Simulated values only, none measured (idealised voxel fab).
Process module in this document: voxel ribs on slabs
Xsec cut, 165 nm wide, square cell size 5 nm.
Just so we're on the same page, the cross-sections are grids of square cells, and they're listed out in bands top to bottom, each band one or more rows deep.
Within each band entry, the heights of the top and of the bottom of the band appear first, in that order and in nm; the materials of the band then follow from left to right, each with its corresponding width in nm. The designation "full width" on a single material indicates that it fills the band from edge to edge; the designation "blank" indicates empty space.
Basically, 0 is our baseline, since under it the wafer straight out of the box is all one material. The bottom band has no lower end and keeps on going down, so it looks like "0..down".
Quick explanation for "30 to 40": the width changes in equal steps down the rows of cells, from the first number in the band's top row to the second number in its bottom row.
It should be understood that the words "no alteration", when stated for a given step, signify that the cross-section underwent no change in any of its cells during that step.
You'll see "Enclosed empty spaces" listing empty spaces that have no way open to the top, as long as they're 8 cells or more; the notation is width x height at distance, where the distance is from the left edge, and all of it is in nm.
That trailing text on a step's line, after the settings, is the simulator's own remark on the step.
overlay nm: step with mask; distance mask lay right of planned place; negative value = left of planned place.

[So here's the lineup of process steps we planned]
- 1: op RECEIVE | material Si
- 2: op DIRECTIONAL_DEP | material SiO2 | thk nm 25
- 3: op DIRECTIONAL_DEP | material SiN | thk nm 5
- 4: op DIRECTIONAL_DEP | material aC | thk nm 10
- 5: op PATTERN | tone cover | mask id RIB | material resist | width nm 25 | thk nm 25 | overlay nm 0
- 6: op DIRECTIONAL_ETCH | etch materials aC | depth nm 10
- 7: op STRIP | etch materials resist
- 8: op DIRECTIONAL_ETCH | etch materials SiN | depth nm 10
- 9: op STRIP | etch materials aC
- 10: op PATTERN | tone cover | mask id SLAB | material resist | width nm 55 | thk nm 15 | overlay nm 0
- 11: op DIRECTIONAL_ETCH | etch materials SiN | depth nm 5
- 12: op STRIP | etch materials resist
- 13: op FILL_DEP | material SiO2 | thk nm 25
- 14: op CMP | height nm 55
- 15: op DIRECTIONAL_DEP | material W | thk nm 10
- 16: op DIRECTIONAL_DEP | material aC | thk nm 10
- 17: op PATTERN | tone cover | mask id HEATER | material resist | width nm 35 | thk nm 25 | overlay nm 0
- 18: op DIRECTIONAL_ETCH | etch materials aC | depth nm 10
- 19: op STRIP | etch materials resist
- 20: op DIRECTIONAL_ETCH | etch materials W | depth nm 10
- 21: op STRIP | etch materials aC
- 22: op CONFORMAL_DEP | material SiO2 | thk nm 5
Quick note for whoever runs this: the wafers start identical, but the thk nm at step 3 isn't the same across them. The plan just shows what the first wafer had.

[The as-received cross-section of the first of several wafers corresponds to the state after step 1]
    0..down: Si full width
    Enclosed empty spaces: none

[First of several wafers, sectioned at end of module (last step: step 22)]
    70..65: blank=60, then SiO2=45, then blank=60
    65..60: blank=60, then SiO2=5, then W=35, then SiO2=5, then blank=60
    60..55: SiO2=65, then W=35, then SiO2=65
    55..30: SiO2 full width
    30..25: SiO2=70, then SiN=25, then SiO2=70
    25..0: SiO2 full width
    0..down: Si full width
    Enclosed empty spaces: none

[Last wafer of the set, cross-sectioned at end of module]
    70..65: blank=60, then SiO2=45, then blank=60
    65..60: blank=60, then SiO2=5, then W=35, then SiO2=5, then blank=60
    60..55: SiO2=65, then W=35, then SiO2=65
    55..45: SiO2=70, then SiN=25, then SiO2=70
    45..40: SiO2=55, then SiN=55, then SiO2=55
    40..25: SiN full width
    25..0: SiO2 full width
    0..down: Si full width
    Enclosed empty spaces: none

[Rows = wafers. At module end, each row lists per material the cells gained (+) or lost (-) since the wafer was received, then the closed voids]
thk nm 5; +5 SiN; +395 SiO2; +14 W; Enclosed empty spaces: none
thk nm 10; +10 SiN; +390 SiO2; +14 W; Enclosed empty spaces: none
thk nm 15; +21 SiN; +379 SiO2; +14 W; Enclosed empty spaces: none
thk nm 20; +54 SiN; +346 SiO2; +14 W; Enclosed empty spaces: none
thk nm 25; +87 SiN; +313 SiO2; +14 W; Enclosed empty spaces: none
thk nm 30; +120 SiN; +280 SiO2; +14 W; Enclosed empty spaces: none
